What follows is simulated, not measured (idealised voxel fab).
process module | voxel air gaps
cross-section cut | 285 nm wide | cells 5 nm
A cross-section is a grid of square cells, given in bands from the top down. A band is one or more rows of cells.
Each band's line starts with the height of the band's top and of its bottom, in nm. Then come its materials from left to right, each with its width in nm. One material with "throughout" fills the band from edge to edge. "air" is empty space.
Height 0 is the level under which the wafer as received is all one material. The lowest band goes on downwards, as in "0 down".
A width such as "30 to 40" changes by the same amount from each row of cells to the next, from the band's top row to its bottom row.
"no change" after a step means that no cell of the cross-section changed.
closed voids: empty space of 8 cells or more with no open way to the top, each as width x height at its distance from the left edge, in nm
after a step's settings: what the simulator itself notes on the step
overlay nm, on a step with a mask: how far to the right of its planned place the mask lay; to the left if negative
plan
1 op RECEIVE | material Si
2 op CONFORMAL_DEP | material SiO2 | thk nm 10
3 op CONFORMAL_DEP | material SiN | thk nm 5
4 op DIRECTIONAL_DEP | material SiO2 | thk nm 30
5 op DIRECTIONAL_DEP | material aC | thk nm 15
6 op PATTERN | tone open | mask id LINES | material resist | width nm 25 | pitch nm 50 | thk nm 30 | overlay nm 0
7 op DIRECTIONAL_ETCH | etch materials aC | depth nm 15
8 op STRIP | etch materials resist
9 op DIRECTIONAL_ETCH | etch materials SiO2 | depth nm 30
10 op STRIP | etch materials aC
11 op CONFORMAL_DEP | material TiN | thk nm 5
12 op FILL_DEP | material Cu | thk nm 5
13 op CMP | height nm 45
14 op EPI | material Ru | thk nm 10
15 op SELECTIVE_ETCH | etch materials SiO2 | depth nm 40
16 op CONFORMAL_DEP | material SiN | thk nm 5
as received, after step 1
  0 down: Si throughout
  closed voids: none
first wafer at the end, as planned
  60 to 55: air 40 | SiN 205 | air 40
  55 to 45: air 40 | SiN 5 | Ru 45 | SiN 5 | Ru 45 | SiN 5 | Ru 45 | SiN 5 | Ru 45 | SiN 5 | air 40
  45 to 40: air 40 | SiN 15 | TiN 5 | Cu 15 | TiN 5 | SiN 25 | TiN 5 | Cu 15 | TiN 5 | SiN 25 | TiN 5 | Cu 15 | TiN 5 | SiN 25 | TiN 5 | Cu 15 | TiN 5 | SiN 15 | air 40
  40 to 20: air 50 | SiN 5 | TiN 5 | Cu 15 | TiN 5 | SiN 5 | air 15 | SiN 5 | TiN 5 | Cu 15 | TiN 5 | SiN 5 | air 15 | SiN 5 | TiN 5 | Cu 15 | TiN 5 | SiN 5 | air 15 | SiN 5 | TiN 5 | Cu 15 | TiN 5 | SiN 5 | air 50
  20 to 15: SiN 55 | TiN 25 | SiN 25 | TiN 25 | SiN 25 | TiN 25 | SiN 25 | TiN 25 | SiN 55
  15 to 10: SiN throughout
  10 to 0: SiO2 throughout
  0 down: Si throughout
  closed voids: 15 x 20 at 85; 15 x 20 at 135; 15 x 20 at 185
second wafer at the end: like start, like plan, one mistake
  60 to 55: air 50 | SiN 205 | air 30
  55 to 45: air 50 | SiN 5 | Ru 45 | SiN 5 | Ru 45 | SiN 5 | Ru 45 | SiN 5 | Ru 45 | SiN 5 | air 30
  45 to 40: air 50 | SiN 15 | TiN 5 | Cu 15 | TiN 5 | SiN 25 | TiN 5 | Cu 15 | TiN 5 | SiN 25 | TiN 5 | Cu 15 | TiN 5 | SiN 25 | TiN 5 | Cu 15 | TiN 5 | SiN 15 | air 30
  40 to 20: air 60 | SiN 5 | TiN 5 | Cu 15 | TiN 5 | SiN 5 | air 15 | SiN 5 | TiN 5 | Cu 15 | TiN 5 | SiN 5 | air 15 | SiN 5 | TiN 5 | Cu 15 | TiN 5 | SiN 5 | air 15 | SiN 5 | TiN 5 | Cu 15 | TiN 5 | SiN 5 | air 40
  20 to 15: SiN 65 | TiN 25 | SiN 25 | TiN 25 | SiN 25 | TiN 25 | SiN 25 | TiN 25 | SiN 45
  15 to 10: SiN throughout
  10 to 0: SiO2 throughout
  0 down: Si throughout
  closed voids: 15 x 20 at 95; 15 x 20 at 145; 15 x 20 at 195
what went wrong: step 6 ran as: op PATTERN | tone open | mask id LINES | material resist | width nm 25 | pitch nm 50 | thk nm 30 | overlay nm 10
at the end the second wafer has, in cells: as many of each material as the first, in other places
